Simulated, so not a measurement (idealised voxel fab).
Name of the process module below: voxel fin reveal
We display cut, a cross-section 285 nm in width whose square cells are each 5 nm.
If you're reading a cross-section in this doc, picture square cells in a grid; it comes to you as bands, top ones listed first down to the bottom, and a band can be one or more rows of cells.
Quick guide to a band line: top height, bottom height (nm) up front; then every material left to right with its width in nm. Only one material and it's marked "full width"? Then it fills the band edge to edge. And "empty" just means empty space.
Counting heights begins at 0, where everything beneath is, in the wafer as received, one material. The lowest band has no bottom; it goes on downwards, as "from 0 down" shows.
Note: "30 to 40" means the width goes from the first number (top row of the band) to the second number (bottom row) in equal steps per row of cells.
Basically "nothing got changed" means that step didn't change any cell in the cross-section.
Look at "Catalogued sealed voids" for the closed voids: empty spaces with no open path to the top, sized 8 cells or up. Each is width x height at distance, distance from the left edge, all nm.
The remark found on a step's line after its settings is issued by the simulator itself and pertains to that step.
overlay nm: on a step with a mask, how far right of its planned place the mask lay; negative means left.
**Intended process steps**
1 RECEIVE (material Si)
2 CONFORMAL_DEP (material SiN; thk nm 10)
3 MASKED_ETCH (tone cover; mask id FINS; width nm 15; pitch nm 40; etch materials SiN; depth nm 10; overlay nm 0)
4 MASKED_ETCH (tone cover; mask id FINS; width nm 15; pitch nm 40; etch materials Si; depth nm 35; overlay nm 0)
5 FILL_DEP (material SiO2; thk nm 10)
6 CMP (height nm 10)
7 SELECTIVE_ETCH (etch materials SiO2; depth nm 20)
8 STRIP (etch materials SiN)
9 CONFORMAL_DEP (material SiO2; thk nm 5)
**Wafer as received: cross-section following step 1**
from 0 down = Si full width
Catalogued sealed voids: none
**First of two wafers, end-of-module section, run followed plan**
from 5 to 0 = 90 empty  25 SiO2  15 empty  25 SiO2  15 empty  25 SiO2  90 empty
from 0 to -5 = 90 empty  5 SiO2  15 Si  5 SiO2  15 empty  5 SiO2  15 Si  5 SiO2  15 empty  5 SiO2  15 Si  5 SiO2  90 empty
from -5 to -35 = 95 SiO2  15 Si  25 SiO2  15 Si  25 SiO2  15 Si  95 SiO2
from -35 down = Si full width
Catalogued sealed voids: none
**Second of two wafers, module complete, sectioned: it shares the first wafer's start and plan but was run with one mistake**
from 5 to 0 = 90 empty  25 SiO2  15 empty  25 SiO2  15 empty  25 SiO2  90 empty
from 0 to -5 = 90 empty  5 SiO2  15 Si  5 SiO2  15 empty  5 SiO2  15 Si  5 SiO2  15 empty  5 SiO2  15 Si  5 SiO2  90 empty
from -5 to -15 = 80 SiO2  10 empty  5 SiO2  15 Si  5 SiO2  15 empty  5 SiO2  15 Si  5 SiO2  15 empty  5 SiO2  15 Si  5 SiO2  10 empty  80 SiO2
from -15 to -35 = 95 SiO2  15 Si  25 SiO2  15 Si  25 SiO2  15 Si  95 SiO2
from -35 down = Si full width
Catalogued sealed voids: none
Against the plan, the run slipped here: a sequencing error occurred in which plan steps 7 and 8 were transposed
Wafer comparison, final, in cells, second relative to first, materials more or fewer: SiO2 -20
